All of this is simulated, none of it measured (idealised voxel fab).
process module | voxel trench capacitor
cross-section cut | 240 nm wide | cells 5 nm
A cross-section is a grid of square cells, given in bands from the top down. A band is one or more rows of cells.
Each band's line starts with the height of the band's top and of its bottom, in nm. Then come its materials from left to right, each with its width in nm. One material with "throughout" fills the band from edge to edge. "air" is empty space.
Height 0 is the level under which the wafer as received is all one material. The lowest band goes on downwards, as in "0 down".
A width such as "30 to 40" changes by the same amount from each row of cells to the next, from the band's top row to its bottom row.
"no change" after a step means that no cell of the cross-section changed.
closed voids: empty space of 8 cells or more with no open way to the top, each as width x height at its distance from the left edge, in nm
after a step's settings: what the simulator itself notes on the step
overlay nm, on a step with a mask: how far to the right of its planned place the mask lay; to the left if negative
plan
1 op RECEIVE | material Si
2 op CONFORMAL_DEP | material SiN | thk nm 5
3 op DIRECTIONAL_DEP | material aC | thk nm 15
4 op PATTERN | tone open | mask id TRENCH | material resist | width nm 15 | pitch nm 50 | thk nm 30 | overlay nm 0
5 op DIRECTIONAL_ETCH | etch materials aC | depth nm 15
6 op STRIP | etch materials resist
7 op DIRECTIONAL_ETCH | etch materials SiN | depth nm 5
8 op DIRECTIONAL_ETCH | etch materials Si | depth nm 25
9 op STRIP | etch materials aC
10 op CONFORMAL_DEP | material SiO2 | thk nm 5
11 op FILL_DEP | material polySi | thk nm 10
12 op CMP | height nm 5
varied across the wafers: width nm of step 4. The plan shows the first wafer's value. All wafers start alike
first wafer as received, after step 1
  0 down: Si throughout
  closed voids: none
each wafer at the end: cells of each material gained (+) or lost (-) since it was received, then its closed voids
width nm 15 | -45 Si | +39 SiN | +39 SiO2 | +15 polySi | closed voids: none
width nm 20 | -60 Si | +36 SiN | +42 SiO2 | +30 polySi | closed voids: none
width nm 25 | -75 Si | +33 SiN | +45 SiO2 | +45 polySi | closed voids: none
width nm 30 | -90 Si | +30 SiN | +48 SiO2 | +60 polySi | closed voids: none
width nm 35 | -105 Si | +27 SiN | +51 SiO2 | +75 polySi | closed voids: none
